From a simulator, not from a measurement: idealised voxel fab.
voxel gate over fins: a process module
Square cell edge 5 nm, section width 255 nm, ID cut.
If you're reading a cross-section in this doc, picture square cells in a grid; it comes to you as bands, top ones listed first down to the bottom, and a band can be one or more rows of cells.
Quick guide to a band line: top height, bottom height (nm) up front; then every material left to right with its width in nm. Only one material and it's marked "full width"? Then it fills the band edge to edge. And "blank" just means empty space.
Height reference: 0 = level under which incoming wafer is all one material. Lowest band: no bottom, runs on downward, e.g. "from 0 down".
A width such as "30 to 40" changes by the same amount from each row of cells to the next, from the band's top row to its bottom row.
Any step labelled "no change" changed none of the cells in the cross-section.
You'll see "Non-vented voids" listing empty spaces that have no way open to the top, as long as they're 8 cells or more; the notation is width x height at distance, where the distance is from the left edge, and all of it is in nm.
Where a step's line continues beyond its settings, the continuation is a remark by the simulator itself on that step.
overlay nm: for a step with a mask, the amount by which the mask lay right of where it was planned; a negative amount means left of it.

**So here's the lineup of process steps we planned**
1: RECEIVE [material Si]
2: CONFORMAL_DEP [material SiN] [thk nm 5]
3: MASKED_ETCH [tone cover] [mask id FINS] [width nm 15] [pitch nm 50] [etch materials SiN] [depth nm 5] [overlay nm 0]
4: MASKED_ETCH [tone cover] [mask id FINS] [width nm 15] [pitch nm 50] [etch materials Si] [depth nm 30] [overlay nm 0]
5: FILL_DEP [material SiO2] [thk nm 10]
6: CMP [height nm 5]
7: MASKED_ETCH [tone open] [mask id RAIL] [width nm 15] [etch materials SiO2] [depth nm 30] [overlay nm 0]
8: CONFORMAL_DEP [material TiN] [thk nm 5]
9: FILL_DEP [material Ru] [thk nm 5]
10: CMP [height nm 5]
11: SELECTIVE_ETCH [etch materials W Ru TiN] [depth nm 20]
12: FILL_DEP [material SiO2] [thk nm 5]
13: CMP [height nm 5]
14: SELECTIVE_ETCH [etch materials SiO2] [depth nm 15]
15: STRIP [etch materials SiN]
16: CONFORMAL_DEP [material HfO2] [thk nm 5]
17: CONFORMAL_DEP [material TiN] [thk nm 5]
18: CONFORMAL_DEP [material TiAl] [thk nm 5]
19: CONFORMAL_DEP [material TiN] [thk nm 5]
20: FILL_DEP [material W] [thk nm 10]
21: CMP [height nm 25]
22: CONFORMAL_DEP [material SiCN] [thk nm 5]

**Cross-section: wafer on arrival = after step 1**
	from 0 down: Si full width
	Non-vented voids: none

**Run as planned - first of the two wafers cross-sectioned at the end of the module**
	from 30 to 25: SiCN full width
	from 25 to 20: W full width
	from 20 to 15: W (50), TiN (155), W (50)
	from 15 to 10: W (50), TiN (5), TiAl (45), TiN (5), TiAl (45), TiN (5), TiAl (45), TiN (5), W (50)
	from 10 to 5: TiN (55), TiAl (5), TiN (35), TiAl (5), TiN (5), TiAl (5), TiN (35), TiAl (5), TiN (5), TiAl (5), TiN (35), TiAl (5), TiN (55)
	from 5 to 0: TiAl (60), TiN (5), HfO2 (25), TiN (5), TiAl (15), TiN (5), HfO2 (25), TiN (5), TiAl (15), TiN (5), HfO2 (25), TiN (5), TiAl (60)
	from 0 to -5: TiN (65), HfO2 (5), Si (15), HfO2 (5), TiN (25), HfO2 (5), Si (15), HfO2 (5), TiN (25), HfO2 (5), Si (15), HfO2 (5), TiN (65)
	from -5 to -10: HfO2 (70), Si (15), HfO2 (35), Si (15), HfO2 (35), Si (15), HfO2 (70)
	from -10 to -15: SiO2 (70), Si (15), SiO2 (35), Si (15), SiO2 (35), Si (15), SiO2 (70)
	from -15 to -20: SiO2 (70), Si (15), SiO2 (10), TiN (5), Ru (5), TiN (5), SiO2 (10), Si (15), SiO2 (35), Si (15), SiO2 (70)
	from -20 to -25: SiO2 (70), Si (15), SiO2 (10), TiN (15), SiO2 (10), Si (15), SiO2 (35), Si (15), SiO2 (70)
	from -25 to -30: SiO2 (70), Si (15), SiO2 (35), Si (15), SiO2 (35), Si (15), SiO2 (70)
	from -30 down: Si full width
	Non-vented voids: none

**Same start, same plan as the first wafer - but one mistake in the run. Cross-section of the second of the two at the end of the module**
	from 30 to 25: SiCN full width
	from 25 to 15: W full width
	from 15 to 5: W (55), TiN (45), W (5), TiN (45), W (5), TiN (45), W (55)
	from 5 to 0: TiN (65), HfO2 (25), TiN (25), HfO2 (25), TiN (25), HfO2 (25), TiN (65)
	from 0 to -5: TiN (65), HfO2 (5), Si (15), HfO2 (5), TiN (25), HfO2 (5), Si (15), HfO2 (5), TiN (25), HfO2 (5), Si (15), HfO2 (5), TiN (65)
	from -5 to -10: HfO2 (70), Si (15), HfO2 (35), Si (15), HfO2 (35), Si (15), HfO2 (70)
	from -10 to -15: SiO2 (70), Si (15), SiO2 (35), Si (15), SiO2 (35), Si (15), SiO2 (70)
	from -15 to -20: SiO2 (70), Si (15), SiO2 (10), TiN (5), Ru (5), TiN (5), SiO2 (10), Si (15), SiO2 (35), Si (15), SiO2 (70)
	from -20 to -25: SiO2 (70), Si (15), SiO2 (10), TiN (15), SiO2 (10), Si (15), SiO2 (35), Si (15), SiO2 (70)
	from -25 to -30: SiO2 (70), Si (15), SiO2 (35), Si (15), SiO2 (35), Si (15), SiO2 (70)
	from -30 down: Si full width
	Non-vented voids: none
Which mistake was made when the wafer was run? not run: step 18 of the plan (skipped)
The final cell counts differ between the wafers, with the second having more or fewer of some materials than the first: TiAl: 63 fewer; TiN: 4 more; W: 59 more
